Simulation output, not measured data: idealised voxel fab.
The process module that follows is named voxel spacer lines.
Section cut is 210 nm wide and gridded with 5 nm square cells.
A cross-section is a grid of square cells, given in bands from the top down. A band is one or more rows of cells. Top height, bottom height, nm. Materials left to right, width each, nm. Single material + "all across" = fills band edge to edge. "blank" = empty. Height 0 is the level under which the wafer as received is all one material. The lowest band goes on downwards, as in "0 down". The expression "30->40" gives the width at the extremes of the band, the first number at its top row of cells and the second at its bottom row, with the width changing by equal amounts from each row to the next in between. You'll sometimes find "no alterations made" written for a step, and that's the way of saying that nowhere in the cross-section did a cell change during that step. Look at "Closed void roster" for the closed voids: empty spaces with no open path to the top, sized 8 cells or up. Each is width x height at distance, distance from the left edge, all nm. Heads up: the bit after the settings on a step's line is the simulator's remark on that step. overlay nm: how far to the right of its planned place the mask lay on this masked step (negative: to the left).

[Process steps (planned)]
step 1: RECEIVE | material Si
step 2: CONFORMAL_DEP | material Al2O3 | thk nm 10
step 3: DIRECTIONAL_DEP | material W | thk nm 15
step 4: DIRECTIONAL_DEP | material aC | thk nm 30
step 5: PATTERN | tone cover | mask id MANDREL | material resist | width nm 20 | pitch nm 70 | thk nm 35 | overlay nm 0
step 6: DIRECTIONAL_ETCH | etch materials aC | depth nm 30
step 7: STRIP | etch materials resist
step 8: CONFORMAL_DEP | material SiO2 | thk nm 15
step 9: DIRECTIONAL_ETCH | etch materials SiO2 | depth nm 15
step 10: STRIP | etch materials aC
step 11: DIRECTIONAL_ETCH | etch materials W | depth nm 15
step 12: STRIP | etch materials SiO2
step 13: FILL_DEP | material lowk | thk nm 10
step 14: CMP | height nm 25

[As received (post step 1): cross-section]
  0 down  Si all across
  Closed void roster: none

[First of two wafers at the end of the module, shown in cross-section; run carried out as planned]
  25 to 10  lowk 45 nm, W 15 nm, lowk 20 nm, W 15 nm, lowk 20 nm, W 15 nm, lowk 20 nm, W 15 nm, lowk 45 nm
  10 to 0  Al2O3 all across
  0 down  Si all across
  Closed void roster: none

[Now the second wafer, cross-sectioned at the end of the module. Nothing different at the start, nothing different in the plan compared with the first, just one mistake when it was actually run]
  25 to 10  lowk 45 nm, W 15 nm, lowk 20 nm, W 15 nm, lowk 20 nm, W 15 nm, lowk 20 nm, W 15 nm, lowk 45 nm
  10 to 0  aC all across
  0 down  Si all across
  Closed void roster: none
In executing the process, a mistake was made relative to the plan: note that step 2 departed from the planned setting and was carried out as CONFORMAL_DEP | material aC | thk nm 10
Materials where the second wafer ends with more or fewer cells than the first: 84 fewer of Al2O3; 84 more of aC
